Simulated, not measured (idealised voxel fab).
Proc. module: voxel tone inversion
For reference, the cross-section in this document is cut, with width 250 nm and square cells of 5 nm.
Cross-section format: a grid of square cells, given as bands from top to bottom; each band is one or more rows of cells. Read a band's entry like this: the first values are the height of its top and the height of its bottom in nm, and what follows is the sequence of materials from left to right, each with its width in nm. Note that "air" is empty space, and that a single material marked "all across" reaches across the band from edge to edge. Zero point of the height axis is 0; under it, received wafer = one material. Lowest band: continues down indefinitely, "0 and below". With a width like "30 to 40", each row of cells in the band differs from the next by the same amount, the top row carrying the first number and the bottom row the second. "nothing different" after a step means that no cell of the cross-section changed. Listed in "Sealed cavities": every empty space of 8 or more cells without an open way to the top. Form: width x height at distance, the distance being from the left edge, all in nm. On each step's line, the part that comes after the settings is the simulator's own comment on the step. overlay nm, on a step with a mask: how far to the right of its planned place the mask lay; to the left if negative.

**plan**
1: RECEIVE (material Si)
2: CONFORMAL_DEP (material SiN; thk nm 5)
3: DIRECTIONAL_DEP (material polySi; thk nm 15)
4: PATTERN (tone cover; mask id POSTS; material resist; width nm 15; pitch nm 45; thk nm 20; overlay nm 0)
5: DIRECTIONAL_ETCH (etch materials polySi; depth nm 15)
6: STRIP (etch materials resist)
7: FILL_DEP (material SiO2; thk nm 5)
8: CMP (height nm 20)
9: STRIP (etch materials polySi)
10: CONFORMAL_DEP (material TiN; thk nm 5)
11: FILL_DEP (material Ru; thk nm 10)
12: CMP (height nm 20)
13: CONFORMAL_DEP (material SiN; thk nm 5)
varied across the wafers: width nm of step 4. The plan shows the first wafer's value. All wafers start alike

**The first of several wafers in cross-section, exactly as it reached us after step 1**
  0 and below  Si all across
  Sealed cavities: none

**Wafer cross-section (first of several) - module end, post step 13 (last step)**
  25 down to 20  SiN all across
  20 down to 10  50 SiO2 | 5 TiN | 5 Ru | 5 TiN | 30 SiO2 | 5 TiN | 5 Ru | 5 TiN | 30 SiO2 | 5 TiN | 5 Ru | 5 TiN | 30 SiO2 | 5 TiN | 5 Ru | 5 TiN | 50 SiO2
  10 down to 5  50 SiO2 | 15 TiN | 30 SiO2 | 15 TiN | 30 SiO2 | 15 TiN | 30 SiO2 | 15 TiN | 50 SiO2
  5 down to 0  SiN all across
  0 and below  Si all across
  Sealed cavities: none

**The last wafer as seen in cross-section at the end of the module**
  25 down to 20  SiN all across
  20 down to 10  45 SiO2 | 5 TiN | 20 Ru | 5 TiN | 15 SiO2 | 5 TiN | 20 Ru | 5 TiN | 15 SiO2 | 5 TiN | 20 Ru | 5 TiN | 15 SiO2 | 5 TiN | 20 Ru | 5 TiN | 40 SiO2
  10 down to 5  45 SiO2 | 30 TiN | 15 SiO2 | 30 TiN | 15 SiO2 | 30 TiN | 15 SiO2 | 30 TiN | 40 SiO2
  5 down to 0  SiN all across
  0 and below  Si all across
  Sealed cavities: none

**Tabulated below, wafer by wafer, are the end-of-module results: for each material, the number of cells gained (+) or lost (-) relative to the as-received state, followed by the closed voids**
width nm 15, +8 Ru, +100 SiN, +114 SiO2, +28 TiN, Sealed cavities: none
width nm 20, +16 Ru, +100 SiN, +102 SiO2, +32 TiN, Sealed cavities: none
width nm 25, +24 Ru, +100 SiN, +90 SiO2, +36 TiN, Sealed cavities: none
width nm 30, +32 Ru, +100 SiN, +78 SiO2, +40 TiN, Sealed cavities: none
